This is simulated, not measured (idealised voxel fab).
Process module in this document: voxel wiring stack
The figure presents cross-section cut, which has a width of 215 nm and is divided into square cells with an edge length of 5 nm.
Cross-section layout: square cells on a grid; listed as bands, top to bottom; a band spans one or more cell rows.
Top height, bottom height, nm. Materials left to right, width each, nm. Single material + "throughout" = fills band edge to edge. "blank" = empty.
Convention: height 0 is the level below which the wafer, as received, is all one material. The lowest band does not terminate at the bottom but continues downward, represented as "top 0, no bottom".
Top row gets the first number, bottom row gets the second, and each row in between changes by the same step: that is how a band width like "30->40" works.
Where the words "remains unaltered" appear for a step, the cross-section shows no cell changed by that step; every cell remained as before.
You'll see "Completely enclosed voids" listing empty spaces that have no way open to the top, as long as they're 8 cells or more; the notation is width x height at distance, where the distance is from the left edge, and all of it is in nm.
That trailing text on a step's line, after the settings, is the simulator's own remark on the step.
For masked steps, "overlay nm" on the step line gives how far right of plan the mask actually lay; a minus sign means it lay to the left.

## Intended process steps
1) op RECEIVE | material Si
2) op CONFORMAL_DEP | material SiO2 | thk nm 10
3) op CONFORMAL_DEP | material SiN | thk nm 5
4) op DIRECTIONAL_DEP | material SiO2 | thk nm 25
5) op DIRECTIONAL_DEP | material aC | thk nm 15
6) op PATTERN | tone open | mask id METAL_1 | material resist | width nm 30 | pitch nm 50 | thk nm 30 | overlay nm 0
7) op DIRECTIONAL_ETCH | etch materials aC | depth nm 15
8) op STRIP | etch materials resist
9) op DIRECTIONAL_ETCH | etch materials SiO2 | depth nm 25
10) op DIRECTIONAL_ETCH | etch materials SiN | depth nm 5
11) op STRIP | etch materials aC
12) op CONFORMAL_DEP | material TiN | thk nm 5
13) op FILL_DEP | material Cu | thk nm 5
14) op CMP | height nm 40
15) op CONFORMAL_DEP | material SiCN | thk nm 5
16) op DIRECTIONAL_DEP | material SiO2 | thk nm 35
17) op DIRECTIONAL_DEP | material aC | thk nm 15
18) op PATTERN | tone open | mask id METAL_2 | material resist | width nm 30 | pitch nm 50 | thk nm 35 | overlay nm 0
19) op DIRECTIONAL_ETCH | etch materials aC | depth nm 15
20) op STRIP | etch materials resist
21) op DIRECTIONAL_ETCH | etch materials SiO2 | depth nm 20
22) op STRIP | etch materials aC
23) op MASKED_ETCH | tone open | mask id METAL_2_HOLES | width nm 15 | pitch nm 100 | etch materials SiO2 | depth nm 15 | overlay nm 0
24) op MASKED_ETCH | tone open | mask id METAL_2_HOLES | width nm 15 | pitch nm 100 | etch materials SiCN | depth nm 5 | overlay nm 0
25) op CONFORMAL_DEP | material TiN | thk nm 5
26) op FILL_DEP | material Cu | thk nm 5
27) op CMP | height nm 80
28) op CONFORMAL_DEP | material SiCN | thk nm 5
29) op DIRECTIONAL_DEP | material SiO2 | thk nm 15
30) op MASKED_ETCH | tone open | mask id PLUG_2 | width nm 15 | pitch nm 50 | etch materials SiO2 | depth nm 15 | overlay nm 0
31) op MASKED_ETCH | tone open | mask id PLUG_2 | width nm 15 | pitch nm 50 | etch materials SiCN | depth nm 5 | overlay nm 0
32) op CONFORMAL_DEP | material TiN | thk nm 5
33) op FILL_DEP | material Ru | thk nm 10
34) op CMP | height nm 100
35) op CONFORMAL_DEP | material SiCN | thk nm 5
36) op DIRECTIONAL_DEP | material SiO2 | thk nm 20
37) op DIRECTIONAL_DEP | material aC | thk nm 15
38) op PATTERN | tone open | mask id METAL_3 | material resist | width nm 30 | pitch nm 50 | thk nm 35 | overlay nm 0
39) op DIRECTIONAL_ETCH | etch materials aC | depth nm 15
40) op STRIP | etch materials resist
41) op DIRECTIONAL_ETCH | etch materials SiO2 | depth nm 20
42) op DIRECTIONAL_ETCH | etch materials SiCN | depth nm 5
43) op STRIP | etch materials aC
44) op CONFORMAL_DEP | material TiN | thk nm 5
45) op FILL_DEP | material Cu | thk nm 5
46) op CMP | height nm 125
47) op CONFORMAL_DEP | material SiCN | thk nm 5
48) op DIRECTIONAL_DEP | material lowk | thk nm 10
49) op PATTERN | tone open | mask id PLUG_3 | material resist | width nm 15 | pitch nm 50 | thk nm 15 | overlay nm 0
50) op DIRECTIONAL_ETCH | etch materials lowk | depth nm 10
51) op DIRECTIONAL_ETCH | etch materials SiCN | depth nm 5
52) op STRIP | etch materials resist
53) op CONFORMAL_DEP | material TiN | thk nm 5
54) op FILL_DEP | material Ru | thk nm 10
55) op CMP | height nm 140
56) op DIRECTIONAL_DEP | material TiN | thk nm 5
57) op DIRECTIONAL_DEP | material W | thk nm 20
58) op DIRECTIONAL_DEP | material aC | thk nm 10
59) op PATTERN | tone cover | mask id METAL_4 | material resist | width nm 20 | pitch nm 50 | thk nm 25 | overlay nm 0
60) op DIRECTIONAL_ETCH | etch materials aC | depth nm 10
61) op STRIP | etch materials resist
62) op DIRECTIONAL_ETCH | etch materials W | depth nm 20
63) op DIRECTIONAL_ETCH | etch materials TiN | depth nm 5
64) op STRIP | etch materials aC
65) op CONFORMAL_DEP | material SiCN | thk nm 5
66) op FILL_DEP | material SiO2 | thk nm 10
67) op CMP | height nm 165
68) op CONFORMAL_DEP | material SiN | thk nm 5
It is noted that the wafers described herein are identical at the outset and are distinguished by the width nm of step 59; the value stated in the plan corresponds to the first wafer.

## The first of several wafers in cross-section, exactly as it reached us after step 1
	top 0, no bottom | Si throughout
	Completely enclosed voids: none

## Here's the first of several wafers in cross-section, end of the module, after the last step, step 68
	top 170, bottom 165 | SiN throughout
	top 165, bottom 145 | SiO2: 15 | SiCN: 5 | W: 20 | SiCN: 5 | SiO2: 20 | SiCN: 5 | W: 20 | SiCN: 5 | SiO2: 20 | SiCN: 5 | W: 20 | SiCN: 5 | SiO2: 20 | SiCN: 5 | W: 20 | SiCN: 5 | SiO2: 20
	top 145, bottom 140 | SiCN: 20 | TiN: 20 | SiCN: 30 | TiN: 20 | SiCN: 30 | TiN: 20 | SiCN: 30 | TiN: 20 | SiCN: 25
	top 140, bottom 130 | lowk: 15 | TiN: 5 | Ru: 5 | TiN: 5 | lowk: 35 | TiN: 5 | Ru: 5 | TiN: 5 | lowk: 35 | TiN: 5 | Ru: 5 | TiN: 5 | lowk: 35 | TiN: 5 | Ru: 5 | TiN: 5 | lowk: 35
	top 130, bottom 125 | SiCN: 15 | TiN: 15 | SiCN: 35 | TiN: 15 | SiCN: 35 | TiN: 15 | SiCN: 35 | TiN: 15 | SiCN: 35
	top 125, bottom 105 | SiO2: 15 | TiN: 5 | Cu: 20 | TiN: 5 | SiO2: 20 | TiN: 5 | Cu: 20 | TiN: 5 | SiO2: 20 | TiN: 5 | Cu: 20 | TiN: 5 | SiO2: 20 | TiN: 5 | Cu: 20 | TiN: 5 | SiO2: 20
	top 105, bottom 100 | SiCN: 15 | TiN: 30 | SiCN: 20 | TiN: 30 | SiCN: 20 | TiN: 30 | SiCN: 20 | TiN: 30 | SiCN: 20
	top 100, bottom 85 | SiO2: 15 | TiN: 5 | Ru: 5 | TiN: 5 | SiO2: 35 | TiN: 5 | Ru: 5 | TiN: 5 | SiO2: 35 | TiN: 5 | Ru: 5 | TiN: 5 | SiO2: 35 | TiN: 5 | Ru: 5 | TiN: 5 | SiO2: 35
	top 85, bottom 80 | SiCN: 15 | TiN: 15 | SiCN: 35 | TiN: 15 | SiCN: 35 | TiN: 15 | SiCN: 35 | TiN: 15 | SiCN: 35
	top 80, bottom 65 | SiO2: 15 | TiN: 5 | Cu: 20 | TiN: 5 | SiO2: 20 | TiN: 5 | Cu: 20 | TiN: 5 | SiO2: 20 | TiN: 5 | Cu: 20 | TiN: 5 | SiO2: 20 | TiN: 5 | Cu: 20 | TiN: 5 | SiO2: 20
	top 65, bottom 60 | SiO2: 15 | TiN: 5 | Cu: 5 | TiN: 20 | SiO2: 20 | TiN: 30 | SiO2: 20 | TiN: 5 | Cu: 5 | TiN: 20 | SiO2: 20 | TiN: 30 | SiO2: 20
	top 60, bottom 45 | SiO2: 15 | TiN: 5 | Cu: 5 | TiN: 5 | SiO2: 85 | TiN: 5 | Cu: 5 | TiN: 5 | SiO2: 85
	top 45, bottom 40 | SiCN: 15 | TiN: 15 | SiCN: 85 | TiN: 15 | SiCN: 85
	top 40, bottom 15 | SiO2: 15 | TiN: 5 | Cu: 20 | TiN: 5 | SiO2: 20 | TiN: 5 | Cu: 20 | TiN: 5 | SiO2: 20 | TiN: 5 | Cu: 20 | TiN: 5 | SiO2: 20 | TiN: 5 | Cu: 20 | TiN: 5 | SiO2: 20
	top 15, bottom 10 | SiN: 15 | TiN: 30 | SiN: 20 | TiN: 30 | SiN: 20 | TiN: 30 | SiN: 20 | TiN: 30 | SiN: 20
	top 10, bottom 0 | SiO2 throughout
	top 0, no bottom | Si throughout
	Completely enclosed voids: none

## Cross-section, last wafer, module completion
	top 170, bottom 165 | SiN throughout
	top 165, bottom 145 | SiO2: 10 | SiCN: 5 | W: 35 | SiCN: 5 | SiO2: 5 | SiCN: 5 | W: 35 | SiCN: 5 | SiO2: 5 | SiCN: 5 | W: 35 | SiCN: 5 | SiO2: 5 | SiCN: 5 | W: 35 | SiCN: 5 | SiO2: 10
	top 145, bottom 140 | SiCN: 15 | TiN: 35 | SiCN: 15 | TiN: 35 | SiCN: 15 | TiN: 35 | SiCN: 15 | TiN: 35 | SiCN: 15
	top 140, bottom 130 | lowk: 15 | TiN: 5 | Ru: 5 | TiN: 5 | lowk: 35 | TiN: 5 | Ru: 5 | TiN: 5 | lowk: 35 | TiN: 5 | Ru: 5 | TiN: 5 | lowk: 35 | TiN: 5 | Ru: 5 | TiN: 5 | lowk: 35
	top 130, bottom 125 | SiCN: 15 | TiN: 15 | SiCN: 35 | TiN: 15 | SiCN: 35 | TiN: 15 | SiCN: 35 | TiN: 15 | SiCN: 35
	top 125, bottom 105 | SiO2: 15 | TiN: 5 | Cu: 20 | TiN: 5 | SiO2: 20 | TiN: 5 | Cu: 20 | TiN: 5 | SiO2: 20 | TiN: 5 | Cu: 20 | TiN: 5 | SiO2: 20 | TiN: 5 | Cu: 20 | TiN: 5 | SiO2: 20
	top 105, bottom 100 | SiCN: 15 | TiN: 30 | SiCN: 20 | TiN: 30 | SiCN: 20 | TiN: 30 | SiCN: 20 | TiN: 30 | SiCN: 20
	top 100, bottom 85 | SiO2: 15 | TiN: 5 | Ru: 5 | TiN: 5 | SiO2: 35 | TiN: 5 | Ru: 5 | TiN: 5 | SiO2: 35 | TiN: 5 | Ru: 5 | TiN: 5 | SiO2: 35 | TiN: 5 | Ru: 5 | TiN: 5 | SiO2: 35
	top 85, bottom 80 | SiCN: 15 | TiN: 15 | SiCN: 35 | TiN: 15 | SiCN: 35 | TiN: 15 | SiCN: 35 | TiN: 15 | SiCN: 35
	top 80, bottom 65 | SiO2: 15 | TiN: 5 | Cu: 20 | TiN: 5 | SiO2: 20 | TiN: 5 | Cu: 20 | TiN: 5 | SiO2: 20 | TiN: 5 | Cu: 20 | TiN: 5 | SiO2: 20 | TiN: 5 | Cu: 20 | TiN: 5 | SiO2: 20
	top 65, bottom 60 | SiO2: 15 | TiN: 5 | Cu: 5 | TiN: 20 | SiO2: 20 | TiN: 30 | SiO2: 20 | TiN: 5 | Cu: 5 | TiN: 20 | SiO2: 20 | TiN: 30 | SiO2: 20
	top 60, bottom 45 | SiO2: 15 | TiN: 5 | Cu: 5 | TiN: 5 | SiO2: 85 | TiN: 5 | Cu: 5 | TiN: 5 | SiO2: 85
	top 45, bottom 40 | SiCN: 15 | TiN: 15 | SiCN: 85 | TiN: 15 | SiCN: 85
	top 40, bottom 15 | SiO2: 15 | TiN: 5 | Cu: 20 | TiN: 5 | SiO2: 20 | TiN: 5 | Cu: 20 | TiN: 5 | SiO2: 20 | TiN: 5 | Cu: 20 | TiN: 5 | SiO2: 20 | TiN: 5 | Cu: 20 | TiN: 5 | SiO2: 20
	top 15, bottom 10 | SiN: 15 | TiN: 30 | SiN: 20 | TiN: 30 | SiN: 20 | TiN: 30 | SiN: 20 | TiN: 30 | SiN: 20
	top 10, bottom 0 | SiO2 throughout
	top 0, no bottom | Si throughout
	Completely enclosed voids: none

## Gained (+) or lost (-) cells of each material since receipt, then closed voids: one row per wafer, at the end of the module
width nm 20; +200 Cu; +20 Ru; +177 SiCN; +62 SiN; +613 SiO2; +264 TiN; +64 W; +62 lowk; Completely enclosed voids: none
width nm 25; +200 Cu; +20 Ru; +173 SiCN; +62 SiN; +597 SiO2; +268 TiN; +80 W; +62 lowk; Completely enclosed voids: none
width nm 30; +200 Cu; +20 Ru; +169 SiCN; +62 SiN; +581 SiO2; +272 TiN; +96 W; +62 lowk; Completely enclosed voids: none
width nm 35; +200 Cu; +20 Ru; +165 SiCN; +62 SiN; +565 SiO2; +276 TiN; +112 W; +62 lowk; Completely enclosed voids: none
